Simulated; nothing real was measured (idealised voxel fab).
process module | voxel gate over fins
cross-section cut | 200 nm wide | cells 5 nm
A cross-section is a grid of square cells, given in bands from the top down. A band is one or more rows of cells.
Each band's line starts with the height of the band's top and of its bottom, in nm. Then come its materials from left to right, each with its width in nm. One material with "throughout" fills the band from edge to edge. "air" is empty space.
Height 0 is the level under which the wafer as received is all one material. The lowest band goes on downwards, as in "0 down".
A width such as "30 to 40" changes by the same amount from each row of cells to the next, from the band's top row to its bottom row.
"no change" after a step means that no cell of the cross-section changed.
closed voids: empty space of 8 cells or more with no open way to the top, each as width x height at its distance from the left edge, in nm
after a step's settings: what the simulator itself notes on the step
overlay nm, on a step with a mask: how far to the right of its planned place the mask lay; to the left if negative
plan
1 op RECEIVE | material Si
2 op CONFORMAL_DEP | material SiN | thk nm 10
3 op DIRECTIONAL_DEP | material aC | thk nm 15
4 op PATTERN | tone cover | mask id FINS | material resist | width nm 15 | pitch nm 40 | thk nm 35 | overlay nm 0
5 op DIRECTIONAL_ETCH | etch materials aC | depth nm 15
6 op STRIP | etch materials resist
7 op DIRECTIONAL_ETCH | etch materials SiN | depth nm 10
8 op DIRECTIONAL_ETCH | etch materials Si | depth nm 35
9 op STRIP | etch materials aC
10 op OXIDIZE | depth nm 5
11 op FILL_DEP | material SiO2 | thk nm 15
12 op CMP | height nm 10
13 op SELECTIVE_ETCH | etch materials SiO2 | depth nm 25
14 op STRIP | etch materials SiN
15 op CONFORMAL_DEP | material HfO2 | thk nm 5
16 op CONFORMAL_DEP | material TiN | thk nm 5
17 op CONFORMAL_DEP | material TiAl | thk nm 5
18 op CONFORMAL_DEP | material TiN | thk nm 5
19 op FILL_DEP | material W | thk nm 10
20 op CMP | height nm 25
21 op CONFORMAL_DEP | material SiCN | thk nm 5
first wafer, as planned
as received, after step 1
  0 down: Si throughout
  closed voids: none
after step 2
  10 to 0: SiN throughout
  below 0: unchanged
after step 3
  25 to 10: aC throughout
  below 10: unchanged
after step 4
  60 to 25: air 50 | resist 15 | air 25 | resist 15 | air 25 | resist 15 | air 55
  below 25: unchanged
after step 5
  45 to 25: air 50 | resist 15 | air 25 | resist 15 | air 25 | resist 15 | air 55
  25 to 10: air 50 | aC 15 | air 25 | aC 15 | air 25 | aC 15 | air 55
  below 10: unchanged
after step 6
  25 to 10: air 50 | aC 15 | air 25 | aC 15 | air 25 | aC 15 | air 55
  below 10: unchanged
after step 7
  25 to 10: air 50 | aC 15 | air 25 | aC 15 | air 25 | aC 15 | air 55
  10 to 0: air 50 | SiN 15 | air 25 | SiN 15 | air 25 | SiN 15 | air 55
  below 0: unchanged
after step 8
  25 to 10: air 50 | aC 15 | air 25 | aC 15 | air 25 | aC 15 | air 55
  10 to 0: air 50 | SiN 15 | air 25 | SiN 15 | air 25 | SiN 15 | air 55
  0 to -35: air 50 | Si 15 | air 25 | Si 15 | air 25 | Si 15 | air 55
  below -35: unchanged
after step 9
  10 to 0: air 50 | SiN 15 | air 25 | SiN 15 | air 25 | SiN 15 | air 55
  below 0: unchanged
after step 10
  10 to 0: air 50 | SiN 15 | air 25 | SiN 15 | air 25 | SiN 15 | air 55
  0 to -35: air 50 | SiO2 5 | Si 5 | SiO2 5 | air 25 | SiO2 5 | Si 5 | SiO2 5 | air 25 | SiO2 5 | Si 5 | SiO2 5 | air 55
  -35 to -40: SiO2 55 | Si 5 | SiO2 35 | Si 5 | SiO2 35 | Si 5 | SiO2 60
  below -40: unchanged
after step 11
  25 to 10: SiO2 throughout
  10 to 0: SiO2 50 | SiN 15 | SiO2 25 | SiN 15 | SiO2 25 | SiN 15 | SiO2 55
  0 to -40: SiO2 55 | Si 5 | SiO2 35 | Si 5 | SiO2 35 | Si 5 | SiO2 60
  below -40: unchanged
after step 12
  10 to 0: SiO2 50 | SiN 15 | SiO2 25 | SiN 15 | SiO2 25 | SiN 15 | SiO2 55
  below 0: unchanged
after step 13
  10 to 0: air 50 | SiN 15 | air 25 | SiN 15 | air 25 | SiN 15 | air 55
  0 to -15: air 55 | Si 5 | air 35 | Si 5 | air 35 | Si 5 | air 60
  below -15: unchanged
after step 14
  0 to -15: air 55 | Si 5 | air 35 | Si 5 | air 35 | Si 5 | air 60
  below -15: unchanged
after step 15
  5 to 0: air 50 | HfO2 15 | air 25 | HfO2 15 | air 25 | HfO2 15 | air 55
  0 to -10: air 50 | HfO2 5 | Si 5 | HfO2 5 | air 25 | HfO2 5 | Si 5 | HfO2 5 | air 25 | HfO2 5 | Si 5 | HfO2 5 | air 55
  -10 to -15: HfO2 55 | Si 5 | HfO2 35 | Si 5 | HfO2 35 | Si 5 | HfO2 60
  below -15: unchanged
after step 16
  10 to 5: air 45 | TiN 25 | air 15 | TiN 25 | air 15 | TiN 25 | air 50
  5 to 0: air 45 | TiN 5 | HfO2 15 | TiN 5 | air 15 | TiN 5 | HfO2 15 | TiN 5 | air 15 | TiN 5 | HfO2 15 | TiN 5 | air 50
  0 to -5: air 45 | TiN 5 | HfO2 5 | Si 5 | HfO2 5 | TiN 5 | air 15 | TiN 5 | HfO2 5 | Si 5 | HfO2 5 | TiN 5 | air 15 | TiN 5 | HfO2 5 | Si 5 | HfO2 5 | TiN 5 | air 50
  -5 to -10: TiN 50 | HfO2 5 | Si 5 | HfO2 5 | TiN 25 | HfO2 5 | Si 5 | HfO2 5 | TiN 25 | HfO2 5 | Si 5 | HfO2 5 | TiN 55
  below -10: unchanged
after step 17
  15 to 10: air 40 | TiAl 35 | air 5 | TiAl 35 | air 5 | TiAl 35 | air 45
  10 to 5: air 40 | TiAl 5 | TiN 25 | TiAl 5 | air 5 | TiAl 5 | TiN 25 | TiAl 5 | air 5 | TiAl 5 | TiN 25 | TiAl 5 | air 45
  5 to 0: air 40 | TiAl 5 | TiN 5 | HfO2 15 | TiN 5 | TiAl 5 | air 5 | TiAl 5 | TiN 5 | HfO2 15 | TiN 5 | TiAl 5 | air 5 | TiAl 5 | TiN 5 | HfO2 15 | TiN 5 | TiAl 5 | air 45
  0 to -5: TiAl 45 | TiN 5 | HfO2 5 | Si 5 | HfO2 5 | TiN 5 | TiAl 15 | TiN 5 | HfO2 5 | Si 5 | HfO2 5 | TiN 5 | TiAl 15 | TiN 5 | HfO2 5 | Si 5 | HfO2 5 | TiN 5 | TiAl 50
  below -5: unchanged
after step 18
  20 to 15: air 35 | TiN 125 | air 40
  15 to 10: air 35 | TiN 5 | TiAl 35 | TiN 5 | TiAl 35 | TiN 5 | TiAl 35 | TiN 5 | air 40
  10 to 5: air 35 | TiN 5 | TiAl 5 | TiN 25 | TiAl 5 | TiN 5 | TiAl 5 | TiN 25 | TiAl 5 | TiN 5 | TiAl 5 | TiN 25 | TiAl 5 | TiN 5 | air 40
  5 to 0: TiN 40 | TiAl 5 | TiN 5 | HfO2 15 | TiN 5 | TiAl 5 | TiN 5 | TiAl 5 | TiN 5 | HfO2 15 | TiN 5 | TiAl 5 | TiN 5 | TiAl 5 | TiN 5 | HfO2 15 | TiN 5 | TiAl 5 | TiN 45
  below 0: unchanged
after step 19
  30 to 20: W throughout
  20 to 15: W 35 | TiN 125 | W 40
  15 to 10: W 35 | TiN 5 | TiAl 35 | TiN 5 | TiAl 35 | TiN 5 | TiAl 35 | TiN 5 | W 40
  10 to 5: W 35 | TiN 5 | TiAl 5 | TiN 25 | TiAl 5 | TiN 5 | TiAl 5 | TiN 25 | TiAl 5 | TiN 5 | TiAl 5 | TiN 25 | TiAl 5 | TiN 5 | W 40
  below 5: unchanged
after step 20
  25 to 20: W throughout
  below 20: unchanged
after step 21
  30 to 25: SiCN throughout
  below 25: unchanged
second wafer: like start, like plan, one mistake. Through step 12 it matches the first wafer
when step 13 should have ended
  10 to 0: air 50 | SiN 15 | air 25 | SiN 15 | air 25 | SiN 15 | air 55
  0 to -40: air 55 | Si 5 | air 35 | Si 5 | air 35 | Si 5 | air 60
  below -40: unchanged
when step 14 should have ended
  0 to -40: air 55 | Si 5 | air 35 | Si 5 | air 35 | Si 5 | air 60
  below -40: unchanged
when step 15 should have ended
  5 to 0: air 50 | HfO2 15 | air 25 | HfO2 15 | air 25 | HfO2 15 | air 55
  0 to -35: air 50 | HfO2 5 | Si 5 | HfO2 5 | air 25 | HfO2 5 | Si 5 | HfO2 5 | air 25 | HfO2 5 | Si 5 | HfO2 5 | air 55
  -35 to -40: HfO2 55 | Si 5 | HfO2 35 | Si 5 | HfO2 35 | Si 5 | HfO2 60
  below -40: unchanged
when step 16 should have ended
  10 to 5: air 45 | TiN 25 | air 15 | TiN 25 | air 15 | TiN 25 | air 50
  5 to 0: air 45 | TiN 5 | HfO2 15 | TiN 5 | air 15 | TiN 5 | HfO2 15 | TiN 5 | air 15 | TiN 5 | HfO2 15 | TiN 5 | air 50
  0 to -30: air 45 | TiN 5 | HfO2 5 | Si 5 | HfO2 5 | TiN 5 | air 15 | TiN 5 | HfO2 5 | Si 5 | HfO2 5 | TiN 5 | air 15 | TiN 5 | HfO2 5 | Si 5 | HfO2 5 | TiN 5 | air 50
  -30 to -35: TiN 50 | HfO2 5 | Si 5 | HfO2 5 | TiN 25 | HfO2 5 | Si 5 | HfO2 5 | TiN 25 | HfO2 5 | Si 5 | HfO2 5 | TiN 55
  below -35: unchanged
when step 17 should have ended
  15 to 10: air 40 | TiAl 35 | air 5 | TiAl 35 | air 5 | TiAl 35 | air 45
  10 to 5: air 40 | TiAl 5 | TiN 25 | TiAl 5 | air 5 | TiAl 5 | TiN 25 | TiAl 5 | air 5 | TiAl 5 | TiN 25 | TiAl 5 | air 45
  5 to 0: air 40 | TiAl 5 | TiN 5 | HfO2 15 | TiN 5 | TiAl 5 | air 5 | TiAl 5 | TiN 5 | HfO2 15 | TiN 5 | TiAl 5 | air 5 | TiAl 5 | TiN 5 | HfO2 15 | TiN 5 | TiAl 5 | air 45
  0 to -25: air 40 | TiAl 5 | TiN 5 | HfO2 5 | Si 5 | HfO2 5 | TiN 5 | TiAl 5 | air 5 | TiAl 5 | TiN 5 | HfO2 5 | Si 5 | HfO2 5 | TiN 5 | TiAl 5 | air 5 | TiAl 5 | TiN 5 | HfO2 5 | Si 5 | HfO2 5 | TiN 5 | TiAl 5 | air 45
  -25 to -30: TiAl 45 | TiN 5 | HfO2 5 | Si 5 | HfO2 5 | TiN 5 | TiAl 15 | TiN 5 | HfO2 5 | Si 5 | HfO2 5 | TiN 5 | TiAl 15 | TiN 5 | HfO2 5 | Si 5 | HfO2 5 | TiN 5 | TiAl 50
  below -30: unchanged
when step 18 should have ended
  20 to 15: air 35 | TiN 125 | air 40
  15 to 10: air 35 | TiN 5 | TiAl 35 | TiN 5 | TiAl 35 | TiN 5 | TiAl 35 | TiN 5 | air 40
  10 to 5: air 35 | TiN 5 | TiAl 5 | TiN 25 | TiAl 5 | TiN 5 | TiAl 5 | TiN 25 | TiAl 5 | TiN 5 | TiAl 5 | TiN 25 | TiAl 5 | TiN 5 | air 40
  5 to 0: air 35 | TiN 5 | TiAl 5 | TiN 5 | HfO2 15 | TiN 5 | TiAl 5 | TiN 5 | TiAl 5 | TiN 5 | HfO2 15 | TiN 5 | TiAl 5 | TiN 5 | TiAl 5 | TiN 5 | HfO2 15 | TiN 5 | TiAl 5 | TiN 5 | air 40
  0 to -20: air 35 | TiN 5 | TiAl 5 | TiN 5 | HfO2 5 | Si 5 | HfO2 5 | TiN 5 | TiAl 5 | TiN 5 | TiAl 5 | TiN 5 | HfO2 5 | Si 5 | HfO2 5 | TiN 5 | TiAl 5 | TiN 5 | TiAl 5 | TiN 5 | HfO2 5 | Si 5 | HfO2 5 | TiN 5 | TiAl 5 | TiN 5 | air 40
  -20 to -25: TiN 40 | TiAl 5 | TiN 5 | HfO2 5 | Si 5 | HfO2 5 | TiN 5 | TiAl 5 | TiN 5 | TiAl 5 | TiN 5 | HfO2 5 | Si 5 | HfO2 5 | TiN 5 | TiAl 5 | TiN 5 | TiAl 5 | TiN 5 | HfO2 5 | Si 5 | HfO2 5 | TiN 5 | TiAl 5 | TiN 45
  below -25: unchanged
when step 19 should have ended
  30 to 20: W throughout
  20 to 15: W 35 | TiN 125 | W 40
  15 to 10: W 35 | TiN 5 | TiAl 35 | TiN 5 | TiAl 35 | TiN 5 | TiAl 35 | TiN 5 | W 40
  10 to 5: W 35 | TiN 5 | TiAl 5 | TiN 25 | TiAl 5 | TiN 5 | TiAl 5 | TiN 25 | TiAl 5 | TiN 5 | TiAl 5 | TiN 25 | TiAl 5 | TiN 5 | W 40
  5 to 0: W 35 | TiN 5 | TiAl 5 | TiN 5 | HfO2 15 | TiN 5 | TiAl 5 | TiN 5 | TiAl 5 | TiN 5 | HfO2 15 | TiN 5 | TiAl 5 | TiN 5 | TiAl 5 | TiN 5 | HfO2 15 | TiN 5 | TiAl 5 | TiN 5 | W 40
  0 to -20: W 35 | TiN 5 | TiAl 5 | TiN 5 | HfO2 5 | Si 5 | HfO2 5 | TiN 5 | TiAl 5 | TiN 5 | TiAl 5 | TiN 5 | HfO2 5 | Si 5 | HfO2 5 | TiN 5 | TiAl 5 | TiN 5 | TiAl 5 | TiN 5 | HfO2 5 | Si 5 | HfO2 5 | TiN 5 | TiAl 5 | TiN 5 | W 40
  below -20: unchanged
when step 20 should have ended
  25 to 20: W throughout
  below 20: unchanged
when step 21 should have ended
  30 to 25: SiCN throughout
  below 25: unchanged
what went wrong: step 13 was run twice
at the end the second wafer has, in cells: 30 more of HfO2 | 185 fewer of SiO2 | 30 more of TiAl | 50 more of TiN | 75 more of W
